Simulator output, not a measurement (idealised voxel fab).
Process module under the name voxel spacer lines
The cross-section on display is named cut; it measures 250 nm wide, and its cells are 5 nm squares.
Cross-section format: a grid of square cells, given as bands from top to bottom; each band is one or more rows of cells.
Top height, bottom height, nm. Materials left to right, width each, nm. Single material + "all across" = fills band edge to edge. "empty" = empty.
Height 0 is the level under which the wafer as received is all one material. The lowest band goes on downwards, as in "0 nm and below".
The expression "30->40" gives the width at the extremes of the band, the first number at its top row of cells and the second at its bottom row, with the width changing by equal amounts from each row to the next in between.
Given "nothing changed" for a step, no cell of the cross-section differs between before and after that step.
Each empty space that has no open way to the top and spans at least 8 cells appears under "Internal closed voids" as width x height at distance, the distance counted from the left edge, all in nm.
Where a step's line continues beyond its settings, the continuation is a remark by the simulator itself on that step.
overlay nm: where the mask lay relative to plan, measured to the right, on steps with a mask; negatives go left.
These are the steps we planned for the process
1 RECEIVE: material Si
2 CONFORMAL_DEP: material Al2O3, thk nm 5
3 DIRECTIONAL_DEP: material SiN, thk nm 15
4 DIRECTIONAL_DEP: material aC, thk nm 30
5 PATTERN: tone cover, mask id MANDREL, material resist, width nm 25, pitch nm 70, thk nm 35, overlay nm -15
6 DIRECTIONAL_ETCH: etch materials aC, depth nm 30
7 STRIP: etch materials resist
8 CONFORMAL_DEP: material SiO2, thk nm 10
9 DIRECTIONAL_ETCH: etch materials SiO2, depth nm 10
10 STRIP: etch materials aC
11 DIRECTIONAL_ETCH: etch materials SiN, depth nm 15
12 STRIP: etch materials SiO2
The overlay nm used in step 5 is not the same on every wafer, whereas the starting condition is; the value printed in the plan is the first wafer's.
First of several wafers, received after step 1, in cross-section
> 0 nm and below: Si all across
> Internal closed voids: none
First of several wafers in cross-section at module end, following the final step, step 12
> 20 nm to 5 nm: 15 empty / 10 SiN / 25 empty / 10 SiN / 25 empty / 10 SiN / 25 empty / 10 SiN / 25 empty / 10 SiN / 25 empty / 10 SiN / 50 empty
> 5 nm to 0 nm: Al2O3 all across
> 0 nm and below: Si all across
> Internal closed voids: none
Module end, final wafer: cross-section
> 20 nm to 5 nm: 45 empty / 10 SiN / 25 empty / 10 SiN / 25 empty / 10 SiN / 25 empty / 10 SiN / 25 empty / 10 SiN / 25 empty / 10 SiN / 20 empty
> 5 nm to 0 nm: Al2O3 all across
> 0 nm and below: Si all across
> Internal closed voids: none
End of module, by wafer: material-by-material cell gain (+) or loss (-) since receipt, then closed voids
overlay nm -15; +50 Al2O3; +36 SiN; Internal closed voids: none
overlay nm -10; +50 Al2O3; +36 SiN; Internal closed voids: none
overlay nm -5; +50 Al2O3; +36 SiN; Internal closed voids: none
overlay nm 0; +50 Al2O3; +36 SiN; Internal closed voids: none
overlay nm 5; +50 Al2O3; +36 SiN; Internal closed voids: none
overlay nm 10; +50 Al2O3; +36 SiN; Internal closed voids: none
overlay nm 15; +50 Al2O3; +36 SiN; Internal closed voids: none
